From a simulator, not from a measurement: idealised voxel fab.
Presented below is a process module, voxel ribs on slabs.
Xsec cut, 200 nm wide, square cell size 5 nm.
If you're reading a cross-section in this doc, picture square cells in a grid; it comes to you as bands, top ones listed first down to the bottom, and a band can be one or more rows of cells.
Heights first: top, then bottom, in nm. Then materials, left to right, each with a width in nm. "all across" on a single material: fills the band edge to edge. "empty": empty space.
Height is counted from the level 0, under which the received wafer is composed throughout of one material. The lowest of the bands is not closed at the bottom but continues downward, in the notation "top 0, no bottom".
Think of "30->40" as a width that walks from the first number to the second as you go down the band, top row to bottom row, taking equal-sized steps from row to row.
Reading "nothing different" for a step: not a cell of the cross-section changed in it.
Basically, "Closed void list" tells you about the enclosed voids: empty spaces with no open way to the top, 8 cells or bigger, each written width x height at distance, where distance is from the left edge, all in nm.
Anything after a step's settings on that line? It's the simulator's own note about the step.
"overlay nm" on a masked step: distance the mask lay right of its planned place, negative for left.

Process steps foreseen in the plan
1) op RECEIVE | material Si
2) op DIRECTIONAL_DEP | material SiO2 | thk nm 20
3) op DIRECTIONAL_DEP | material polySi | thk nm 15
4) op DIRECTIONAL_DEP | material aC | thk nm 10
5) op PATTERN | tone cover | mask id RIB | material resist | width nm 30 | thk nm 30 | overlay nm 0
6) op DIRECTIONAL_ETCH | etch materials aC | depth nm 10
7) op STRIP | etch materials resist
8) op DIRECTIONAL_ETCH | etch materials polySi | depth nm 10
9) op STRIP | etch materials aC
10) op MASKED_ETCH | tone cover | mask id SLAB | width nm 60 | etch materials polySi | depth nm 5 | overlay nm 0
11) op FILL_DEP | material SiO2 | thk nm 20
12) op CMP | height nm 45
13) op DIRECTIONAL_DEP | material TiN | thk nm 10
14) op DIRECTIONAL_DEP | material aC | thk nm 10
15) op PATTERN | tone cover | mask id HEATER | material resist | width nm 40 | thk nm 30 | overlay nm 0
16) op DIRECTIONAL_ETCH | etch materials aC | depth nm 10
17) op STRIP | etch materials resist
18) op DIRECTIONAL_ETCH | etch materials TiN | depth nm 10
19) op STRIP | etch materials aC
20) op CONFORMAL_DEP | material SiO2 | thk nm 5

Cross-section of the wafer upon arrival, representing the state reached after step 1
top 0, no bottom: Si all across
Closed void list: none

Cross-sectional view of the first of the two wafers upon completion of the module, processed in accordance with the plan
top 60, bottom 55: 75 nm empty, 50 nm SiO2, 75 nm empty
top 55, bottom 50: 75 nm empty, 5 nm SiO2, 40 nm TiN, 5 nm SiO2, 75 nm empty
top 50, bottom 45: 80 nm SiO2, 40 nm TiN, 80 nm SiO2
top 45, bottom 35: SiO2 all across
top 35, bottom 25: 85 nm SiO2, 30 nm polySi, 85 nm SiO2
top 25, bottom 20: 70 nm SiO2, 60 nm polySi, 70 nm SiO2
top 20, bottom 0: SiO2 all across
top 0, no bottom: Si all across
Closed void list: none

This cross-section belongs to the second wafer of two at the end of the module; the start and the plan were shared with the first, and the run included one mistake
top 55, bottom 45: 80 nm empty, 40 nm TiN, 80 nm empty
top 45, bottom 35: SiO2 all across
top 35, bottom 25: 85 nm SiO2, 30 nm polySi, 85 nm SiO2
top 25, bottom 20: 70 nm SiO2, 60 nm polySi, 70 nm SiO2
top 20, bottom 0: SiO2 all across
top 0, no bottom: Si all across
Closed void list: none
The plan and the run diverged here: step 20 of the plan was bypassed and not carried out
At the finish, the second wafer shows more or fewer cells for some materials than the first does: 44 fewer of SiO2
